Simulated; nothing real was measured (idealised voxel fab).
A process module follows: voxel trench capacitor.
165 nm wide, 5 nm square cells: that's cross-section cut.
Each cross-section below is a grid of square cells, stated as bands in top-down order, with one or more rows of cells making up each band. Each band's line starts with the height of the band's top and of its bottom, in nm. Then come its materials from left to right, each with its width in nm. One material with "throughout" fills the band from edge to edge. "air" is empty space. Heights are expressed relative to 0, this being the level below which the as-received wafer comprises one material exclusively. The lowest band is unbounded in the downward direction and is denoted as in "0 nm and below". With a width like "30..40", each row of cells in the band differs from the next by the same amount, the top row carrying the first number and the bottom row the second. Any step labelled "remained the same" changed none of the cells in the cross-section. The entry "Enclosed void list" lists the empty spaces that cover at least 8 cells and have no open path to the top. Each is written as width x height at distance, where the distance is measured from the left edge and all three values are in nm. The remark found on a step's line after its settings is issued by the simulator itself and pertains to that step. The line of a step may include "overlay nm". On a step with a mask, this value is how far to the right of its planned place the mask lay. A negative value means the mask lay to the left.
**Listed below are the process steps as planned**
step 1: RECEIVE with material Si
step 2: CONFORMAL_DEP with material SiN, thk nm 10
step 3: MASKED_ETCH with tone open, mask id TRENCH, width nm 30, pitch nm 60, etch materials SiN, depth nm 10, overlay nm 0
step 4: MASKED_ETCH with tone open, mask id TRENCH, width nm 30, pitch nm 60, etch materials Si, depth nm 35, overlay nm 0
step 5: CONFORMAL_DEP with material Al2O3, thk nm 5
step 6: CONFORMAL_DEP with material TiN, thk nm 5
step 7: FILL_DEP with material W, thk nm 10
step 8: CMP with height nm 10
**Wafer cross-section on receipt, i.e. after step 1**
> 0 nm and below: Si throughout
> Enclosed void list: none
**Final cross-section, module run with one mistake (start and plan as above)**
> 10 nm to 0 nm: SiN 35 nm, TiN 5 nm, W 20 nm, TiN 5 nm, SiN 30 nm, TiN 5 nm, W 20 nm, TiN 5 nm, SiN 40 nm
> 0 nm to -30 nm: Si 35 nm, TiN 5 nm, W 20 nm, TiN 5 nm, Si 30 nm, TiN 5 nm, W 20 nm, TiN 5 nm, Si 40 nm
> -30 nm to -35 nm: Si 35 nm, TiN 30 nm, Si 30 nm, TiN 30 nm, Si 40 nm
> -35 nm and below: Si throughout
> Enclosed void list: none
Against the plan, the run slipped here: step 5 from the plan never happened, it was just skipped
